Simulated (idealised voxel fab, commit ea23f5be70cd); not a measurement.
The process module presented herein is designated voxel air gaps.
For reference, the cross-section in this document is cut, with width 265 nm and square cells of 5 nm.
In this document a cross-section is written as a grid of square cells. It is given as a series of bands, listed from the top down, and a band is one or more rows of cells.
Basically the band line says how high the top is and how high the bottom is, in nm, and then what's in it from left to right, every material with its width in nm. Empty space shows up as "empty", and if a single material carries "everywhere" it runs the full band edge to edge.
Counting heights begins at 0, where everything beneath is, in the wafer as received, one material. The lowest band has no bottom; it goes on downwards, as "from 0 down" shows.
When a width is written as two numbers, as in "30->40", the first number is the width in the top row of cells of the band and the second is the width in its bottom row, and the width changes by the same amount from each row to the next.
You'll sometimes find "nothing different" written for a step, and that's the way of saying that nowhere in the cross-section did a cell change during that step.
For the entry "Enclosed void inventory", the listed items are empty spaces with no open way to the top whose size is 8 cells or more; each item follows the pattern width x height at distance, where distance is from the left edge and all three are in nm.
If you see something after the settings on a step's line, that's the simulator's own remark about that step.
overlay nm: step with mask; distance mask lay right of planned place; negative value = left of planned place.
Intended process steps
1) op RECEIVE | material Si
2) op CONFORMAL_DEP | material SiO2 | thk nm 15
3) op CONFORMAL_DEP | material SiN | thk nm 5
4) op DIRECTIONAL_DEP | material SiO2 | thk nm 40
5) op DIRECTIONAL_DEP | material aC | thk nm 15
6) op PATTERN | tone open | mask id LINES | material resist | width nm 25 | pitch nm 55 | thk nm 35 | overlay nm 0
7) op DIRECTIONAL_ETCH | etch materials aC | depth nm 15
8) op STRIP | etch materials resist
9) op DIRECTIONAL_ETCH | etch materials SiO2 | depth nm 40
10) op STRIP | etch materials aC
11) op CONFORMAL_DEP | material TiN | thk nm 5
12) op FILL_DEP | material W | thk nm 10
13) op CMP | height nm 60
14) op EPI | material Ru | thk nm 10
15) op SELECTIVE_ETCH | etch materials SiO2 | depth nm 50
16) op CONFORMAL_DEP | material SiCN | thk nm 5
First of two wafers: run as planned
Cross-section: wafer on arrival = after step 1
- from 0 down  Si everywhere
- Enclosed void inventory: none
Once step 2 is through, the wafer looks like this in cross-section
- from 15 to 0  SiO2 everywhere
- No changes below 0.
Once step 3 is through, the wafer looks like this in cross-section
- from 20 to 15  SiN everywhere
- No changes below 15.
Once step 4 is through, the wafer looks like this in cross-section
- from 60 to 20  SiO2 everywhere
- No changes below 20.
Once step 5 is through, the wafer looks like this in cross-section
- from 75 to 60  aC everywhere
- No changes below 60.
Once step 6 is through, the wafer looks like this in cross-section
- from 110 to 75  35 of resist, 25 of empty, 30 of resist, 25 of empty, 30 of resist, 25 of empty, 30 of resist, 25 of empty, 40 of resist
- No changes below 75.
Once step 7 is through, the wafer looks like this in cross-section
- from 95 to 75  35 of resist, 25 of empty, 30 of resist, 25 of empty, 30 of resist, 25 of empty, 30 of resist, 25 of empty, 40 of resist
- from 75 to 60  35 of aC, 25 of empty, 30 of aC, 25 of empty, 30 of aC, 25 of empty, 30 of aC, 25 of empty, 40 of aC
- No changes below 60.
Once step 8 is through, the wafer looks like this in cross-section
- from 75 to 60  35 of aC, 25 of empty, 30 of aC, 25 of empty, 30 of aC, 25 of empty, 30 of aC, 25 of empty, 40 of aC
- No changes below 60.
Once step 9 is through, the wafer looks like this in cross-section
- from 75 to 60  35 of aC, 25 of empty, 30 of aC, 25 of empty, 30 of aC, 25 of empty, 30 of aC, 25 of empty, 40 of aC
- from 60 to 20  35 of SiO2, 25 of empty, 30 of SiO2, 25 of empty, 30 of SiO2, 25 of empty, 30 of SiO2, 25 of empty, 40 of SiO2
- No changes below 20.
Once step 10 is through, the wafer looks like this in cross-section
- from 60 to 20  35 of SiO2, 25 of empty, 30 of SiO2, 25 of empty, 30 of SiO2, 25 of empty, 30 of SiO2, 25 of empty, 40 of SiO2
- No changes below 20.
Once step 11 is through, the wafer looks like this in cross-section
- from 65 to 60  40 of TiN, 15 of empty, 40 of TiN, 15 of empty, 40 of TiN, 15 of empty, 40 of TiN, 15 of empty, 45 of TiN
- from 60 to 25  35 of SiO2, 5 of TiN, 15 of empty, 5 of TiN, 30 of SiO2, 5 of TiN, 15 of empty, 5 of TiN, 30 of SiO2, 5 of TiN, 15 of empty, 5 of TiN, 30 of SiO2, 5 of TiN, 15 of empty, 5 of TiN, 40 of SiO2
- from 25 to 20  35 of SiO2, 25 of TiN, 30 of SiO2, 25 of TiN, 30 of SiO2, 25 of TiN, 30 of SiO2, 25 of TiN, 40 of SiO2
- No changes below 20.
Once step 12 is through, the wafer looks like this in cross-section
- from 75 to 65  W everywhere
- from 65 to 60  40 of TiN, 15 of W, 40 of TiN, 15 of W, 40 of TiN, 15 of W, 40 of TiN, 15 of W, 45 of TiN
- from 60 to 25  35 of SiO2, 5 of TiN, 15 of W, 5 of TiN, 30 of SiO2, 5 of TiN, 15 of W, 5 of TiN, 30 of SiO2, 5 of TiN, 15 of W, 5 of TiN, 30 of SiO2, 5 of TiN, 15 of W, 5 of TiN, 40 of SiO2
- No changes below 25.
Once step 13 is through, the wafer looks like this in cross-section
- from 60 to 25  35 of SiO2, 5 of TiN, 15 of W, 5 of TiN, 30 of SiO2, 5 of TiN, 15 of W, 5 of TiN, 30 of SiO2, 5 of TiN, 15 of W, 5 of TiN, 30 of SiO2, 5 of TiN, 15 of W, 5 of TiN, 40 of SiO2
- No changes below 25.
Once step 14 is through, the wafer looks like this in cross-section
- from 70 to 60  25 of empty, 45 of Ru, 10 of empty, 45 of Ru, 10 of empty, 45 of Ru, 10 of empty, 45 of Ru, 30 of empty
- No changes below 60.
Once step 15 is through, the wafer looks like this in cross-section
- from 70 to 60  25 of empty, 45 of Ru, 10 of empty, 45 of Ru, 10 of empty, 45 of Ru, 10 of empty, 45 of Ru, 30 of empty
- from 60 to 25  35 of empty, 5 of TiN, 15 of W, 5 of TiN, 30 of empty, 5 of TiN, 15 of W, 5 of TiN, 30 of empty, 5 of TiN, 15 of W, 5 of TiN, 30 of empty, 5 of TiN, 15 of W, 5 of TiN, 40 of empty
- from 25 to 20  35 of empty, 25 of TiN, 30 of empty, 25 of TiN, 30 of empty, 25 of TiN, 30 of empty, 25 of TiN, 40 of empty
- No changes below 20.
Once step 16 is through, the wafer looks like this in cross-section
- from 75 to 70  20 of empty, 220 of SiCN, 25 of empty
- from 70 to 60  20 of empty, 5 of SiCN, 45 of Ru, 10 of SiCN, 45 of Ru, 10 of SiCN, 45 of Ru, 10 of SiCN, 45 of Ru, 5 of SiCN, 25 of empty
- from 60 to 55  20 of empty, 15 of SiCN, 5 of TiN, 15 of W, 5 of TiN, 30 of SiCN, 5 of TiN, 15 of W, 5 of TiN, 30 of SiCN, 5 of TiN, 15 of W, 5 of TiN, 30 of SiCN, 5 of TiN, 15 of W, 5 of TiN, 15 of SiCN, 25 of empty
- from 55 to 25  30 of empty, 5 of SiCN, 5 of TiN, 15 of W, 5 of TiN, 5 of SiCN, 20 of empty, 5 of SiCN, 5 of TiN, 15 of W, 5 of TiN, 5 of SiCN, 20 of empty, 5 of SiCN, 5 of TiN, 15 of W, 5 of TiN, 5 of SiCN, 20 of empty, 5 of SiCN, 5 of TiN, 15 of W, 5 of TiN, 5 of SiCN, 35 of empty
- from 25 to 20  35 of SiCN, 25 of TiN, 30 of SiCN, 25 of TiN, 30 of SiCN, 25 of TiN, 30 of SiCN, 25 of TiN, 40 of SiCN
- No changes below 20.
- Enclosed void inventory: 20 x 30 at 65; 20 x 30 at 120; 20 x 30 at 175
Second wafer - shared start and plan with the first - one error in running - same as the first up to step 1 inclusive
when step 2 should have ended
- from 5 to 0  SiN everywhere
- No changes below 0.
when step 3 should have ended
- from 20 to 5  SiO2 everywhere
- No changes below 5.
when step 4 should have ended
- from 60 to 5  SiO2 everywhere
- No changes below 5.
when step 5 should have ended
- from 75 to 60  aC everywhere
- No changes below 60.
when step 6 should have ended
- from 110 to 75  35 of resist, 25 of empty, 30 of resist, 25 of empty, 30 of resist, 25 of empty, 30 of resist, 25 of empty, 40 of resist
- No changes below 75.
when step 7 should have ended
- from 95 to 75  35 of resist, 25 of empty, 30 of resist, 25 of empty, 30 of resist, 25 of empty, 30 of resist, 25 of empty, 40 of resist
- from 75 to 60  35 of aC, 25 of empty, 30 of aC, 25 of empty, 30 of aC, 25 of empty, 30 of aC, 25 of empty, 40 of aC
- No changes below 60.
when step 8 should have ended
- from 75 to 60  35 of aC, 25 of empty, 30 of aC, 25 of empty, 30 of aC, 25 of empty, 30 of aC, 25 of empty, 40 of aC
- No changes below 60.
when step 9 should have ended
- from 75 to 60  35 of aC, 25 of empty, 30 of aC, 25 of empty, 30 of aC, 25 of empty, 30 of aC, 25 of empty, 40 of aC
- from 60 to 20  35 of SiO2, 25 of empty, 30 of SiO2, 25 of empty, 30 of SiO2, 25 of empty, 30 of SiO2, 25 of empty, 40 of SiO2
- No changes below 20.
when step 10 should have ended
- from 60 to 20  35 of SiO2, 25 of empty, 30 of SiO2, 25 of empty, 30 of SiO2, 25 of empty, 30 of SiO2, 25 of empty, 40 of SiO2
- No changes below 20.
when step 11 should have ended
- from 65 to 60  40 of TiN, 15 of empty, 40 of TiN, 15 of empty, 40 of TiN, 15 of empty, 40 of TiN, 15 of empty, 45 of TiN
- from 60 to 25  35 of SiO2, 5 of TiN, 15 of empty, 5 of TiN, 30 of SiO2, 5 of TiN, 15 of empty, 5 of TiN, 30 of SiO2, 5 of TiN, 15 of empty, 5 of TiN, 30 of SiO2, 5 of TiN, 15 of empty, 5 of TiN, 40 of SiO2
- from 25 to 20  35 of SiO2, 25 of TiN, 30 of SiO2, 25 of TiN, 30 of SiO2, 25 of TiN, 30 of SiO2, 25 of TiN, 40 of SiO2
- No changes below 20.
when step 12 should have ended
- from 75 to 65  W everywhere
- from 65 to 60  40 of TiN, 15 of W, 40 of TiN, 15 of W, 40 of TiN, 15 of W, 40 of TiN, 15 of W, 45 of TiN
- from 60 to 25  35 of SiO2, 5 of TiN, 15 of W, 5 of TiN, 30 of SiO2, 5 of TiN, 15 of W, 5 of TiN, 30 of SiO2, 5 of TiN, 15 of W, 5 of TiN, 30 of SiO2, 5 of TiN, 15 of W, 5 of TiN, 40 of SiO2
- No changes below 25.
when step 13 should have ended
- from 60 to 25  35 of SiO2, 5 of TiN, 15 of W, 5 of TiN, 30 of SiO2, 5 of TiN, 15 of W, 5 of TiN, 30 of SiO2, 5 of TiN, 15 of W, 5 of TiN, 30 of SiO2, 5 of TiN, 15 of W, 5 of TiN, 40 of SiO2
- No changes below 25.
when step 14 should have ended
- from 70 to 60  25 of empty, 45 of Ru, 10 of empty, 45 of Ru, 10 of empty, 45 of Ru, 10 of empty, 45 of Ru, 30 of empty
- No changes below 60.
when step 15 should have ended
- from 70 to 60  25 of empty, 45 of Ru, 10 of empty, 45 of Ru, 10 of empty, 45 of Ru, 10 of empty, 45 of Ru, 30 of empty
- from 60 to 25  35 of empty, 5 of TiN, 15 of W, 5 of TiN, 30 of empty, 5 of TiN, 15 of W, 5 of TiN, 30 of empty, 5 of TiN, 15 of W, 5 of TiN, 30 of empty, 5 of TiN, 15 of W, 5 of TiN, 40 of empty
- from 25 to 20  35 of empty, 25 of TiN, 30 of empty, 25 of TiN, 30 of empty, 25 of TiN, 30 of empty, 25 of TiN, 40 of empty
- from 20 to 10  45 of empty, 5 of SiO2, 50 of empty, 5 of SiO2, 50 of empty, 5 of SiO2, 50 of empty, 5 of SiO2, 50 of empty
- No changes below 10.
when step 16 should have ended
- from 75 to 70  20 of empty, 220 of SiCN, 25 of empty
- from 70 to 60  20 of empty, 5 of SiCN, 45 of Ru, 10 of SiCN, 45 of Ru, 10 of SiCN, 45 of Ru, 10 of SiCN, 45 of Ru, 5 of SiCN, 25 of empty
- from 60 to 55  20 of empty, 15 of SiCN, 5 of TiN, 15 of W, 5 of TiN, 30 of SiCN, 5 of TiN, 15 of W, 5 of TiN, 30 of SiCN, 5 of TiN, 15 of W, 5 of TiN, 30 of SiCN, 5 of TiN, 15 of W, 5 of TiN, 15 of SiCN, 25 of empty
- from 55 to 25  30 of empty, 5 of SiCN, 5 of TiN, 15 of W, 5 of TiN, 5 of SiCN, 20 of empty, 5 of SiCN, 5 of TiN, 15 of W, 5 of TiN, 5 of SiCN, 20 of empty, 5 of SiCN, 5 of TiN, 15 of W, 5 of TiN, 5 of SiCN, 20 of empty, 5 of SiCN, 5 of TiN, 15 of W, 5 of TiN, 5 of SiCN, 35 of empty
- from 25 to 20  30 of empty, 5 of SiCN, 25 of TiN, 5 of SiCN, 20 of empty, 5 of SiCN, 25 of TiN, 5 of SiCN, 20 of empty, 5 of SiCN, 25 of TiN, 5 of SiCN, 20 of empty, 5 of SiCN, 25 of TiN, 5 of SiCN, 35 of empty
- from 20 to 15  30 of empty, 15 of SiCN, 5 of SiO2, 15 of SiCN, 20 of empty, 15 of SiCN, 5 of SiO2, 15 of SiCN, 20 of empty, 15 of SiCN, 5 of SiO2, 15 of SiCN, 20 of empty, 15 of SiCN, 5 of SiO2, 15 of SiCN, 35 of empty
- from 15 to 10  45 of SiCN, 5 of SiO2, 50 of SiCN, 5 of SiO2, 50 of SiCN, 5 of SiO2, 50 of SiCN, 5 of SiO2, 50 of SiCN
- No changes below 10.
- Enclosed void inventory: 20 x 40 at 65; 20 x 40 at 120; 20 x 40 at 175
Plan not followed: plan steps 2 and 3 run swapped
Final tally in cells, some materials are higher or lower on the second wafer than on the first: SiCN +48, SiO2 -98
